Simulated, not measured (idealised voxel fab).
The process module that follows is named voxel quadruple lines.
We display cut, a cross-section 205 nm in width whose square cells are each 5 nm.
This document writes a cross-section as a grid whose cells are square, and gives it as bands, listed from the top down; one or more rows of cells form a band. The band entry comprises the height of the band's top followed by the height of its bottom, expressed in nm, and subsequently the band's materials from left to right, each stated together with its width in nm. Where a single material is marked with the word "edge to edge", that material fills the band from edge to edge. The word "blank" represents empty space. All heights in this document are referenced to 0, defined as the level beneath which the wafer, as received, consists entirely of one material. The lowest band is not bounded below; it extends indefinitely downward and is written in the form "from 0 down". The two numbers in a width such as "30->40" mark its ends across the band: the first belongs to the top row of cells, the second to the bottom row, and from each row to the next the width moves by the same amount. Step marked "no alteration"? Then no cell in the cross-section changed in it. Look at "Fully enclosed voids" for the closed voids: empty spaces with no open path to the top, sized 8 cells or up. Each is width x height at distance, distance from the left edge, all nm. Whatever follows a step's settings on its line is a remark the simulator itself makes about that step. You can add "overlay nm" to a step's line. For a step with a mask, it describes how far the mask lay to the right of its planned position, and a negative number describes a lay to the left.
Set out below are the planned steps of the process:
| 1 | RECEIVE, material Si |
| 2 | CONFORMAL_DEP, material SiO2, thk nm 5 |
| 3 | DIRECTIONAL_DEP, material Ru, thk nm 15 |
| 4 | DIRECTIONAL_DEP, material polySi, thk nm 15 |
| 5 | DIRECTIONAL_DEP, material aC, thk nm 20 |
| 6 | PATTERN, tone cover, mask id MANDREL, material resist, width nm 25, thk nm 25, overlay nm 0 |
| 7 | DIRECTIONAL_ETCH, etch materials aC, depth nm 20 |
| 8 | STRIP, etch materials resist |
| 9 | CONFORMAL_DEP, material SiO2, thk nm 15 |
| 10 | DIRECTIONAL_ETCH, etch materials SiO2, depth nm 15 |
| 11 | STRIP, etch materials aC |
| 12 | DIRECTIONAL_ETCH, etch materials polySi, depth nm 15 |
| 13 | STRIP, etch materials SiO2 |
| 14 | CONFORMAL_DEP, material SiCN, thk nm 5 |
| 15 | DIRECTIONAL_ETCH, etch materials SiCN, depth nm 5 |
| 16 | STRIP, etch materials polySi |
| 17 | DIRECTIONAL_ETCH, etch materials Ru, depth nm 15 |
| 18 | STRIP, etch materials SiCN |
| 19 | FILL_DEP, material lowk, thk nm 5 |
| 20 | CMP, height nm 20 |
Wafer at receipt (post step 1), cross-section:
- from 0 down  Si edge to edge
- Fully enclosed voids: none
A wafer at the end: this start, this plan, one mistake:
- from 20 to 15  lowk 70 nm, Ru 5 nm, lowk 15 nm, Ru 5 nm, lowk 15 nm, Ru 5 nm, lowk 15 nm, Ru 5 nm, lowk 70 nm
- from 15 to 0  SiO2 edge to edge
- from 0 down  Si edge to edge
- Fully enclosed voids: none
Which mistake was made when the wafer was run? for step 2, the planned setting was not used; the step was instead run as CONFORMAL_DEP, material SiO2, thk nm 15
